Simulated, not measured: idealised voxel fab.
process module | voxel air gaps
cross-section cut | 270 nm wide | cells 5 nm
A cross-section is a grid of square cells, given in bands from the top down. A band is one or more rows of cells.
Each band's line starts with the height of the band's top and of its bottom, in nm. Then come its materials from left to right, each with its width in nm. One material with "throughout" fills the band from edge to edge. "air" is empty space.
Height 0 is the level under which the wafer as received is all one material. The lowest band goes on downwards, as in "0 down".
A width such as "30 to 40" changes by the same amount from each row of cells to the next, from the band's top row to its bottom row.
"no change" after a step means that no cell of the cross-section changed.
closed voids: empty space of 8 cells or more with no open way to the top, each as width x height at its distance from the left edge, in nm
after a step's settings: what the simulator itself notes on the step
overlay nm, on a step with a mask: how far to the right of its planned place the mask lay; to the left if negative
plan
1 op RECEIVE | material Si
2 op CONFORMAL_DEP | material SiO2 | thk nm 10
3 op CONFORMAL_DEP | material SiCN | thk nm 5
4 op DIRECTIONAL_DEP | material SiO2 | thk nm 40
5 op PATTERN | tone open | mask id LINES | material resist | width nm 15 | pitch nm 55 | thk nm 15 | overlay nm 0
6 op DIRECTIONAL_ETCH | etch materials SiO2 | depth nm 40
7 op STRIP | etch materials resist
8 op CONFORMAL_DEP | material TiN | thk nm 5
9 op FILL_DEP | material Ru | thk nm 5
10 op CMP | height nm 55
11 op EPI | material Ru | thk nm 10
12 op SELECTIVE_ETCH | etch materials SiO2 | depth nm 50
13 op CONFORMAL_DEP | material SiCN | thk nm 5
varied across the wafers: width nm of step 5. The plan shows the first wafer's value. All wafers start alike
first wafer as received, after step 1
  0 down: Si throughout
  closed voids: none
first wafer at the end, after step 13
  70 to 65: air 55 | SiCN 45 | air 10 | SiCN 45 | air 10 | SiCN 45 | air 60
  65 to 55: air 55 | SiCN 5 | Ru 35 | SiCN 5 | air 10 | SiCN 5 | Ru 35 | SiCN 5 | air 10 | SiCN 5 | Ru 35 | SiCN 5 | air 60
  55 to 50: air 55 | SiCN 15 | TiN 5 | Ru 5 | TiN 5 | SiCN 15 | air 10 | SiCN 15 | TiN 5 | Ru 5 | TiN 5 | SiCN 15 | air 10 | SiCN 15 | TiN 5 | Ru 5 | TiN 5 | SiCN 15 | air 60
  50 to 20: air 65 | SiCN 5 | TiN 5 | Ru 5 | TiN 5 | SiCN 5 | air 30 | SiCN 5 | TiN 5 | Ru 5 | TiN 5 | SiCN 5 | air 30 | SiCN 5 | TiN 5 | Ru 5 | TiN 5 | SiCN 5 | air 70
  20 to 15: SiCN 70 | TiN 15 | SiCN 40 | TiN 15 | SiCN 40 | TiN 15 | SiCN 75
  15 to 10: SiCN throughout
  10 to 0: SiO2 throughout
  0 down: Si throughout
  closed voids: none
last wafer at the end
  70 to 65: air 45 | SiCN 180 | air 45
  65 to 55: air 45 | SiCN 5 | Ru 170 | SiCN 5 | air 45
  55 to 50: air 45 | SiCN 15 | TiN 5 | Ru 30 | TiN 5 | SiO2 15 | TiN 5 | Ru 30 | TiN 5 | SiO2 15 | TiN 5 | Ru 30 | TiN 5 | SiCN 15 | air 45
  50 to 20: air 55 | SiCN 5 | TiN 5 | Ru 30 | TiN 5 | SiO2 15 | TiN 5 | Ru 30 | TiN 5 | SiO2 15 | TiN 5 | Ru 30 | TiN 5 | SiCN 5 | air 55
  20 to 15: SiCN 60 | TiN 40 | SiO2 15 | TiN 40 | SiO2 15 | TiN 40 | SiCN 60
  15 to 10: SiCN throughout
  10 to 0: SiO2 throughout
  0 down: Si throughout
  closed voids: none
each wafer at the end: cells of each material gained (+) or lost (-) since it was received, then its closed voids
width nm 15 | +63 Ru | +192 SiCN | +108 SiO2 | +51 TiN | closed voids: none
width nm 20 | +90 Ru | +192 SiCN | +108 SiO2 | +54 TiN | closed voids: none
width nm 25 | +117 Ru | +192 SiCN | +108 SiO2 | +57 TiN | closed voids: 20 x 30 at 95; 20 x 30 at 150
width nm 30 | +144 Ru | +184 SiCN | +108 SiO2 | +60 TiN | closed voids: 15 x 30 at 100; 15 x 30 at 155
width nm 35 | +171 Ru | +136 SiCN | +172 SiO2 | +63 TiN | closed voids: none
width nm 40 | +194 Ru | +136 SiCN | +156 SiO2 | +66 TiN | closed voids: none
